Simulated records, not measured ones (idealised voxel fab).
The following process module bears the name voxel trench capacitor.
Pictured: cross-section cut, 300 nm wide, on a grid of 5 nm square cells.
Format of a cross-section: grid, square cells. Given as bands. Order: top down. Band: one or more rows of cells.
What a band's entry tells you: where the top is and where the bottom is, as heights in nm, and after that what lies inside, material by material from left to right, each with its width in nm. Empty space is written as the word "air", and a single material marked with the word "edge to edge" occupies the band from edge to edge.
Height is counted from the level 0, under which the received wafer is composed throughout of one material. The lowest of the bands is not closed at the bottom but continues downward, in the notation "from 0 down".
Read "30->40" as a graded width: first number on top, second number at the bottom, same change between each pair of neighbouring rows.
Step marked "nothing altered"? Then no cell in the cross-section changed in it.
The entry "Encapsulated voids" lists the empty spaces that cover at least 8 cells and have no open path to the top. Each is written as width x height at distance, where the distance is measured from the left edge and all three values are in nm.
On a step's line, text after the settings is the simulator commenting on that step.
"overlay nm", when on a step's line for a step with a mask, measures how far to the right of its planned place the mask lay; a negative measure means to the left.
Pairs follow: section before one process step, section after it down to the lowest changed band, step with settings underneath. Pairs may come from different runs of this module on the same starting wafer; continuity with the pair above only as stated in the "Pre-step cross-section" entry.

PRE-STEP CROSS-SECTION
* from 40 to 15 = 90 air, 15 resist, 20 air, 15 resist, 20 air, 15 resist, 20 air, 15 resist, 90 air
* from 15 to 5 = aC edge to edge
* from 5 to 0 = SiN edge to edge
* from 0 down = Si edge to edge
* Encapsulated voids: none

AFTER
* from 30 to 15 = 90 air, 15 resist, 20 air, 15 resist, 20 air, 15 resist, 20 air, 15 resist, 90 air
* from 15 to 5 = 90 air, 15 aC, 20 air, 15 aC, 20 air, 15 aC, 20 air, 15 aC, 90 air
* No changes below 5.
* Encapsulated voids: none
Step taken after the before cross-section and before the after cross-section above: op DIRECTIONAL_ETCH | etch materials aC | depth nm 10

Pre-step cross-section: The pre-step condition corresponds to the post-step cross-section depicted in the pair directly above.

AFTER
* from 15 to 5 = 90 air, 15 aC, 20 air, 15 aC, 20 air, 15 aC, 20 air, 15 aC, 90 air
* No changes below 5.
* Encapsulated voids: none
Step taken after the before cross-section and before the after cross-section above: op STRIP | etch materials resist

Pre-step cross-section: The pre-step condition corresponds to the post-step cross-section depicted in the pair directly above.

AFTER
* from 15 to 5 = 90 air, 15 aC, 20 air, 15 aC, 20 air, 15 aC, 20 air, 15 aC, 90 air
* from 5 to 0 = 90 air, 15 SiN, 20 air, 15 SiN, 20 air, 15 SiN, 20 air, 15 SiN, 90 air
* No changes below 0.
* Encapsulated voids: none
Step taken after the before cross-section and before the after cross-section above: op DIRECTIONAL_ETCH | etch materials SiN | depth nm 5

Pre-step cross-section: The pre-step condition corresponds to the post-step cross-section depicted in the pair directly above.

AFTER
* from 15 to 5 = 90 air, 15 aC, 20 air, 15 aC, 20 air, 15 aC, 20 air, 15 aC, 90 air
* from 5 to 0 = 90 air, 15 SiN, 20 air, 15 SiN, 20 air, 15 SiN, 20 air, 15 SiN, 90 air
* from 0 to -40 = 90 air, 15 Si, 20 air, 15 Si, 20 air, 15 Si, 20 air, 15 Si, 90 air
* No changes below -40.
* Encapsulated voids: none
Step taken after the before cross-section and before the after cross-section above: op DIRECTIONAL_ETCH | etch materials Si | depth nm 40

Pre-step cross-section: The pre-step condition corresponds to the post-step cross-section depicted in the pair directly above.

AFTER
* from 5 to 0 = 90 air, 15 SiN, 20 air, 15 SiN, 20 air, 15 SiN, 20 air, 15 SiN, 90 air
* No changes below 0.
* Encapsulated voids: none
Step taken after the before cross-section and before the after cross-section above: op STRIP | etch materials aC

Pre-step cross-section: The pre-step condition corresponds to the post-step cross-section depicted in the pair directly above.

AFTER
* from 10 to 5 = 85 air, 25 SiO2, 10 air, 25 SiO2, 10 air, 25 SiO2, 10 air, 25 SiO2, 85 air
* from 5 to 0 = 85 air, 5 SiO2, 15 SiN, 5 SiO2, 10 air, 5 SiO2, 15 SiN, 5 SiO2, 10 air, 5 SiO2, 15 SiN, 5 SiO2, 10 air, 5 SiO2, 15 SiN, 5 SiO2, 85 air
* from 0 to -35 = 85 air, 5 SiO2, 15 Si, 5 SiO2, 10 air, 5 SiO2, 15 Si, 5 SiO2, 10 air, 5 SiO2, 15 Si, 5 SiO2, 10 air, 5 SiO2, 15 Si, 5 SiO2, 85 air
* from -35 to -40 = 90 SiO2, 15 Si, 20 SiO2, 15 Si, 20 SiO2, 15 Si, 20 SiO2, 15 Si, 90 SiO2
* No changes below -40.
* Encapsulated voids: none
Step taken after the before cross-section and before the after cross-section above: op CONFORMAL_DEP | material SiO2 | thk nm 5

Pre-step cross-section: The pre-step condition corresponds to the post-step cross-section depicted in the pair directly above.

AFTER
* from 15 to 10 = polySi edge to edge
* from 10 to 5 = 85 polySi, 25 SiO2, 10 polySi, 25 SiO2, 10 polySi, 25 SiO2, 10 polySi, 25 SiO2, 85 polySi
* from 5 to 0 = 85 polySi, 5 SiO2, 15 SiN, 5 SiO2, 10 polySi, 5 SiO2, 15 SiN, 5 SiO2, 10 polySi, 5 SiO2, 15 SiN, 5 SiO2, 10 polySi, 5 SiO2, 15 SiN, 5 SiO2, 85 polySi
* from 0 to -35 = 85 polySi, 5 SiO2, 15 Si, 5 SiO2, 10 polySi, 5 SiO2, 15 Si, 5 SiO2, 10 polySi, 5 SiO2, 15 Si, 5 SiO2, 10 polySi, 5 SiO2, 15 Si, 5 SiO2, 85 polySi
* No changes below -35.
* Encapsulated voids: none
Step taken after the before cross-section and before the after cross-section above: op FILL_DEP | material polySi | thk nm 5

Pre-step cross-section: The pre-step condition corresponds to the post-step cross-section depicted in the pair directly above.

AFTER
* from 5 to 0 = 85 polySi, 5 SiO2, 15 SiN, 5 SiO2, 10 polySi, 5 SiO2, 15 SiN, 5 SiO2, 10 polySi, 5 SiO2, 15 SiN, 5 SiO2, 10 polySi, 5 SiO2, 15 SiN, 5 SiO2, 85 polySi
* No changes below 0.
* Encapsulated voids: none
Step taken after the before cross-section and before the after cross-section above: op CMP | height nm 5
